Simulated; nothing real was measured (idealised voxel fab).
Module name: voxel air gaps (process module)
This is section cut - it's 300 nm across, gridded in 5 nm square cells.
We lay out every cross-section as a grid of square cells and spell it out in bands from the top down, where one band means one or more rows of cells. It is stipulated that each band's entry specify, in nanometres, the height of the top of the band and then that of its bottom, followed by the materials of the band in left-to-right sequence, each together with its width in nanometres. A single material marked by the word "full width" is understood to fill the band from edge to edge; the word "air" is understood to denote empty space. All heights in this document are referenced to 0, defined as the level beneath which the wafer, as received, consists entirely of one material. The lowest band is not bounded below; it extends indefinitely downward and is written in the form "top 0, no bottom". When a width is written as two numbers, as in "30->40", the first number is the width in the top row of cells of the band and the second is the width in its bottom row, and the width changes by the same amount from each row to the next. Reading "remained unchanged" for a step: not a cell of the cross-section changed in it. In "Closed void list" the enclosed voids are listed, meaning empty spaces of 8 cells or larger without any opening to the top. The form is width x height at distance, distance from the left edge, units nm. If you see something after the settings on a step's line, that's the simulator's own remark about that step. Among the settings permitted on a step's line is "overlay nm"; applied to a step with a mask, it specifies the extent to which the mask lay to the right of its planned position, whereas a negative figure signifies a position to the left.

# plan
1) RECEIVE, material Si
2) CONFORMAL_DEP, material SiO2, thk nm 15
3) CONFORMAL_DEP, material SiCN, thk nm 5
4) DIRECTIONAL_DEP, material lowk, thk nm 30
5) PATTERN, tone open, mask id LINES, material resist, width nm 25, pitch nm 55, thk nm 20, overlay nm 0
6) DIRECTIONAL_ETCH, etch materials lowk, depth nm 30
7) STRIP, etch materials resist
8) CONFORMAL_DEP, material TiN, thk nm 5
9) FILL_DEP, material W, thk nm 5
10) CMP, height nm 50
11) EPI, material Ru, thk nm 10
12) SELECTIVE_ETCH, etch materials lowk, depth nm 40
13) CONFORMAL_DEP, material SiCN, thk nm 5

# The first of a set of two wafers, run to plan

# Wafer at receipt (post step 1), cross-section
	top 0, no bottom  Si full width
	Closed void list: none

# You're looking at a cross-section of the wafer after step 2
	top 15, bottom 0  SiO2 full width
	Everything below 0 is unchanged.

# You're looking at a cross-section of the wafer after step 3
	top 20, bottom 15  SiCN full width
	Everything below 15 is unchanged.

# You're looking at a cross-section of the wafer after step 4
	top 50, bottom 20  lowk full width
	Everything below 20 is unchanged.

# You're looking at a cross-section of the wafer after step 5
	top 70, bottom 50  resist=55; air=25; resist=30; air=25; resist=30; air=25; resist=30; air=25; resist=55
	Everything below 50 is unchanged.

# You're looking at a cross-section of the wafer after step 6
	top 70, bottom 50  resist=55; air=25; resist=30; air=25; resist=30; air=25; resist=30; air=25; resist=55
	top 50, bottom 20  lowk=55; air=25; lowk=30; air=25; lowk=30; air=25; lowk=30; air=25; lowk=55
	Everything below 20 is unchanged.

# You're looking at a cross-section of the wafer after step 7
	top 50, bottom 20  lowk=55; air=25; lowk=30; air=25; lowk=30; air=25; lowk=30; air=25; lowk=55
	Everything below 20 is unchanged.

# You're looking at a cross-section of the wafer after step 8
	top 55, bottom 50  TiN=60; air=15; TiN=40; air=15; TiN=40; air=15; TiN=40; air=15; TiN=60
	top 50, bottom 25  lowk=55; TiN=5; air=15; TiN=5; lowk=30; TiN=5; air=15; TiN=5; lowk=30; TiN=5; air=15; TiN=5; lowk=30; TiN=5; air=15; TiN=5; lowk=55
	top 25, bottom 20  lowk=55; TiN=25; lowk=30; TiN=25; lowk=30; TiN=25; lowk=30; TiN=25; lowk=55
	Everything below 20 is unchanged.

# You're looking at a cross-section of the wafer after step 9
	top 60, bottom 55  W full width
	top 55, bottom 50  TiN=60; W=15; TiN=40; W=15; TiN=40; W=15; TiN=40; W=15; TiN=60
	top 50, bottom 25  lowk=55; TiN=5; W=15; TiN=5; lowk=30; TiN=5; W=15; TiN=5; lowk=30; TiN=5; W=15; TiN=5; lowk=30; TiN=5; W=15; TiN=5; lowk=55
	Everything below 25 is unchanged.

# You're looking at a cross-section of the wafer after step 10
	top 50, bottom 25  lowk=55; TiN=5; W=15; TiN=5; lowk=30; TiN=5; W=15; TiN=5; lowk=30; TiN=5; W=15; TiN=5; lowk=30; TiN=5; W=15; TiN=5; lowk=55
	Everything below 25 is unchanged.

# You're looking at a cross-section of the wafer after step 11
	top 60, bottom 50  air=45; Ru=45; air=10; Ru=45; air=10; Ru=45; air=10; Ru=45; air=45
	Everything below 50 is unchanged.

# You're looking at a cross-section of the wafer after step 12
	top 60, bottom 50  air=45; Ru=45; air=10; Ru=45; air=10; Ru=45; air=10; Ru=45; air=45
	top 50, bottom 25  air=55; TiN=5; W=15; TiN=5; air=30; TiN=5; W=15; TiN=5; air=30; TiN=5; W=15; TiN=5; air=30; TiN=5; W=15; TiN=5; air=55
	top 25, bottom 20  air=55; TiN=25; air=30; TiN=25; air=30; TiN=25; air=30; TiN=25; air=55
	Everything below 20 is unchanged.

# You're looking at a cross-section of the wafer after step 13
	top 65, bottom 60  air=40; SiCN=220; air=40
	top 60, bottom 50  air=40; SiCN=5; Ru=45; SiCN=10; Ru=45; SiCN=10; Ru=45; SiCN=10; Ru=45; SiCN=5; air=40
	top 50, bottom 45  air=40; SiCN=15; TiN=5; W=15; TiN=5; SiCN=30; TiN=5; W=15; TiN=5; SiCN=30; TiN=5; W=15; TiN=5; SiCN=30; TiN=5; W=15; TiN=5; SiCN=15; air=40
	top 45, bottom 25  air=50; SiCN=5; TiN=5; W=15; TiN=5; SiCN=5; air=20; SiCN=5; TiN=5; W=15; TiN=5; SiCN=5; air=20; SiCN=5; TiN=5; W=15; TiN=5; SiCN=5; air=20; SiCN=5; TiN=5; W=15; TiN=5; SiCN=5; air=50
	top 25, bottom 20  SiCN=55; TiN=25; SiCN=30; TiN=25; SiCN=30; TiN=25; SiCN=30; TiN=25; SiCN=55
	Everything below 20 is unchanged.
	Closed void list: 20 x 20 at 85; 20 x 20 at 140; 20 x 20 at 195

# Now the other wafer: same start, same recipe, but we messed up one thing when running it. Up to and including step 2 it's the same as the first one

Cross-section of the second wafer at the time by which step 3 should have been completed according to the plan: remained unchanged

# Cross-section of the second wafer at the time by which step 4 should have been completed according to the plan
	top 45, bottom 15  lowk full width
	Everything below 15 is unchanged.

# Cross-section of the second wafer at the time by which step 5 should have been completed according to the plan
	top 65, bottom 45  resist=55; air=25; resist=30; air=25; resist=30; air=25; resist=30; air=25; resist=55
	Everything below 45 is unchanged.

# Cross-section of the second wafer at the time by which step 6 should have been completed according to the plan
	top 65, bottom 45  resist=55; air=25; resist=30; air=25; resist=30; air=25; resist=30; air=25; resist=55
	top 45, bottom 15  lowk=55; air=25; lowk=30; air=25; lowk=30; air=25; lowk=30; air=25; lowk=55
	Everything below 15 is unchanged.

# Cross-section of the second wafer at the time by which step 7 should have been completed according to the plan
	top 45, bottom 15  lowk=55; air=25; lowk=30; air=25; lowk=30; air=25; lowk=30; air=25; lowk=55
	Everything below 15 is unchanged.

# Cross-section of the second wafer at the time by which step 8 should have been completed according to the plan
	top 50, bottom 45  TiN=60; air=15; TiN=40; air=15; TiN=40; air=15; TiN=40; air=15; TiN=60
	top 45, bottom 20  lowk=55; TiN=5; air=15; TiN=5; lowk=30; TiN=5; air=15; TiN=5; lowk=30; TiN=5; air=15; TiN=5; lowk=30; TiN=5; air=15; TiN=5; lowk=55
	top 20, bottom 15  lowk=55; TiN=25; lowk=30; TiN=25; lowk=30; TiN=25; lowk=30; TiN=25; lowk=55
	Everything below 15 is unchanged.

# Cross-section of the second wafer at the time by which step 9 should have been completed according to the plan
	top 55, bottom 50  W full width
	top 50, bottom 45  TiN=60; W=15; TiN=40; W=15; TiN=40; W=15; TiN=40; W=15; TiN=60
	top 45, bottom 20  lowk=55; TiN=5; W=15; TiN=5; lowk=30; TiN=5; W=15; TiN=5; lowk=30; TiN=5; W=15; TiN=5; lowk=30; TiN=5; W=15; TiN=5; lowk=55
	Everything below 20 is unchanged.

# Cross-section of the second wafer at the time by which step 10 should have been completed according to the plan
	top 50, bottom 45  TiN=60; W=15; TiN=40; W=15; TiN=40; W=15; TiN=40; W=15; TiN=60
	Everything below 45 is unchanged.

# Cross-section of the second wafer at the time by which step 11 should have been completed according to the plan
	top 60, bottom 50  Ru full width
	Everything below 50 is unchanged.

Cross-section of the second wafer at the time by which step 12 should have been completed according to the plan: remained unchanged

# Cross-section of the second wafer at the time by which step 13 should have been completed according to the plan
	top 65, bottom 60  SiCN full width
	Everything below 60 is unchanged.
The plan and the run diverged here: it should be noted that step 3 of the plan was omitted and was not performed
Heads up, by the end the second wafer has more or fewer cells of some materials compared to the first: Ru: 48 more, SiCN: 156 fewer, TiN: 48 more, W: 12 more, lowk: 240 more
By the end, 3 closed voids are present in the first wafer and 0 in the second.
